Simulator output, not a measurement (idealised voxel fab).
process module | voxel released beams
cross-section cut | 180 nm wide | cells 5 nm
A cross-section is a grid of square cells, given in bands from the top down. A band is one or more rows of cells.
Each band's line starts with the height of the band's top and of its bottom, in nm. Then come its materials from left to right, each with its width in nm. One material with "throughout" fills the band from edge to edge. "air" is empty space.
Height 0 is the level under which the wafer as received is all one material. The lowest band goes on downwards, as in "0 down".
A width such as "30 to 40" changes by the same amount from each row of cells to the next, from the band's top row to its bottom row.
"no change" after a step means that no cell of the cross-section changed.
closed voids: empty space of 8 cells or more with no open way to the top, each as width x height at its distance from the left edge, in nm
after a step's settings: what the simulator itself notes on the step
overlay nm, on a step with a mask: how far to the right of its planned place the mask lay; to the left if negative
plan
1 op RECEIVE | material Si
2 op CONFORMAL_DEP | material Al2O3 | thk nm 5
3 op DIRECTIONAL_DEP | material SiO2 | thk nm 15
4 op DIRECTIONAL_DEP | material aC | thk nm 15
5 op PATTERN | tone open | mask id ANCHOR | material resist | width nm 30 | thk nm 35 | overlay nm 0
6 op DIRECTIONAL_ETCH | etch materials aC | depth nm 15
7 op STRIP | etch materials resist
8 op DIRECTIONAL_ETCH | etch materials SiO2 | depth nm 15
9 op STRIP | etch materials aC
10 op CONFORMAL_DEP | material polySi | thk nm 10
11 op MASKED_ETCH | tone cover | mask id BEAM | width nm 80 | etch materials polySi | depth nm 10 | overlay nm 0
12 op STRIP | etch materials SiO2
as received, after step 1
  0 down: Si throughout
  closed voids: none
first wafer at the end, as planned
  30 to 20: air 45 | polySi 15 | air 10 | polySi 55 | air 55
  20 to 15: air 50 | polySi 10 | air 10 | polySi 10 | air 100
  15 to 5: air 50 | polySi 30 | air 100
  5 to 0: Al2O3 throughout
  0 down: Si throughout
  closed voids: none
second wafer at the end: like start, like plan, one mistake
  30 to 20: air 45 | polySi 15 | air 10 | polySi 60 | air 50
  20 to 15: air 50 | polySi 10 | air 10 | polySi 10 | air 100
  15 to 5: air 50 | polySi 30 | air 100
  5 to 0: Al2O3 throughout
  0 down: Si throughout
  closed voids: none
what went wrong: step 11 ran as: op MASKED_ETCH | tone cover | mask id BEAM | width nm 85 | etch materials polySi | depth nm 10 | overlay nm 0
at the end the second wafer has, in cells: 2 more of polySi
